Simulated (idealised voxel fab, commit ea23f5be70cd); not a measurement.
process module | voxel ribs on slabs
cross-section cut | 290 nm wide | cells 5 nm
A cross-section is a grid of square cells, given in bands from the top down. A band is one or more rows of cells.
Each band's line starts with the height of the band's top and of its bottom, in nm. Then come its materials from left to right, each with its width in nm. One material with "throughout" fills the band from edge to edge. "air" is empty space.
Height 0 is the level under which the wafer as received is all one material. The lowest band goes on downwards, as in "0 down".
A width such as "30 to 40" changes by the same amount from each row of cells to the next, from the band's top row to its bottom row.
"no change" after a step means that no cell of the cross-section changed.
closed voids: empty space of 8 cells or more with no open way to the top, each as width x height at its distance from the left edge, in nm
after a step's settings: what the simulator itself notes on the step
overlay nm, on a step with a mask: how far to the right of its planned place the mask lay; to the left if negative
plan
1 op RECEIVE | material Si
2 op DIRECTIONAL_DEP | material SiO2 | thk nm 30
3 op DIRECTIONAL_DEP | material polySi | thk nm 20
4 op MASKED_ETCH | tone cover | mask id RIB | width nm 25 | etch materials polySi | depth nm 5 | overlay nm 0
5 op PATTERN | tone cover | mask id SLAB | material resist | width nm 55 | thk nm 15 | overlay nm 0
6 op DIRECTIONAL_ETCH | etch materials polySi | depth nm 15
7 op STRIP | etch materials resist
8 op FILL_DEP | material SiO2 | thk nm 20
9 op CMP | height nm 60
10 op DIRECTIONAL_DEP | material W | thk nm 5
11 op MASKED_ETCH | tone cover | mask id HEATER | width nm 35 | etch materials W | depth nm 5 | overlay nm 0
12 op CONFORMAL_DEP | material SiN | thk nm 10
as received, after step 1
  0 down: Si throughout
  closed voids: none
first wafer at the end, as planned
  75 to 70: air 115 | SiN 55 | air 120
  70 to 65: SiN throughout
  65 to 60: SiN 125 | W 35 | SiN 130
  60 to 50: SiO2 throughout
  50 to 45: SiO2 130 | polySi 25 | SiO2 135
  45 to 30: SiO2 115 | polySi 55 | SiO2 120
  30 to 0: SiO2 throughout
  0 down: Si throughout
  closed voids: none
second wafer at the end: like start, like plan, one mistake
  75 to 70: air 115 | SiN 55 | air 120
  70 to 65: SiN throughout
  65 to 60: SiN 125 | W 35 | SiN 130
  60 to 50: SiO2 throughout
  50 to 45: SiO2 130 | polySi 25 | SiO2 135
  45 to 30: SiO2 115 | polySi 55 | SiO2 120
  30 to 0: SiN throughout
  0 down: Si throughout
  closed voids: none
what went wrong: step 2 ran as: op DIRECTIONAL_DEP | material SiN | thk nm 30
at the end the second wafer has, in cells: 348 more of SiN | 348 fewer of SiO2
